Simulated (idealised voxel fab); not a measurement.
The following process module bears the name voxel released beams.
It is cross-section cut that appears here, measuring 235 nm in width, its square cells being 5 nm in size.
If you're reading a cross-section in this doc, picture square cells in a grid; it comes to you as bands, top ones listed first down to the bottom, and a band can be one or more rows of cells.
Basically the band line says how high the top is and how high the bottom is, in nm, and then what's in it from left to right, every material with its width in nm. Empty space shows up as "blank", and if a single material carries "throughout" it runs the full band edge to edge.
Height reference: 0 = level under which incoming wafer is all one material. Lowest band: no bottom, runs on downward, e.g. "0 and below".
The width entry "30..40" should be interpreted row by row: the top row of cells in the band takes the first number, the bottom row takes the second number, and the change between adjacent rows is uniform throughout.
It should be understood that the words "nothing was modified", when stated for a given step, signify that the cross-section underwent no change in any of its cells during that step.
The list in "Cavities, sealed" covers empty spaces of 8 cells or more that cannot reach the top through any open way, and it gives each as width x height at distance; the distance is from the left edge, and width, height and distance are in nm.
Post-settings text on a step line: simulator's own remark regarding the step.
overlay nm: step with mask; distance mask lay right of planned place; negative value = left of planned place.

### So here's the lineup of process steps we planned
1. RECEIVE | material Si
2. CONFORMAL_DEP | material SiN | thk nm 10
3. DIRECTIONAL_DEP | material SiO2 | thk nm 15
4. DIRECTIONAL_DEP | material aC | thk nm 10
5. PATTERN | tone open | mask id ANCHOR | material resist | width nm 35 | thk nm 25 | overlay nm 0
6. DIRECTIONAL_ETCH | etch materials aC | depth nm 10
7. STRIP | etch materials resist
8. DIRECTIONAL_ETCH | etch materials SiO2 | depth nm 15
9. STRIP | etch materials aC
10. CONFORMAL_DEP | material TiN | thk nm 10
11. DIRECTIONAL_DEP | material aC | thk nm 15
12. PATTERN | tone cover | mask id BEAM | material resist | width nm 90 | thk nm 30 | overlay nm 0
13. DIRECTIONAL_ETCH | etch materials aC | depth nm 15
14. STRIP | etch materials resist
15. DIRECTIONAL_ETCH | etch materials TiN | depth nm 10
16. STRIP | etch materials aC
17. STRIP | etch materials SiO2

### This is the cross-section of the wafer as we received it, i.e. after step 1
  0 and below = Si throughout
  Cavities, sealed: none

### The first of the two wafers as seen in cross-section once the module was finished; processing followed the plan
  35 down to 25 = blank=70 / TiN=15 / blank=15 / TiN=60 / blank=75
  25 down to 20 = blank=75 / TiN=10 / blank=15 / TiN=10 / blank=125
  20 down to 10 = blank=75 / TiN=35 / blank=125
  10 down to 0 = SiN throughout
  0 and below = Si throughout
  Cavities, sealed: none

### Second wafer cross-section at end of module - shared start and plan with the first, one mistake in the run
  35 down to 25 = blank=70 / TiN=90 / blank=75
  25 down to 15 = SiN throughout
  15 down to 0 = SiO2 throughout
  0 and below = Si throughout
  Cavities, sealed: none
Plan not followed: the executed order of steps 2 and 3 is the reverse of that specified in the plan, each step having taken the other's position
Heads up, by the end the second wafer has more or fewer cells of some materials compared to the first: +141 SiO2, -12 TiN
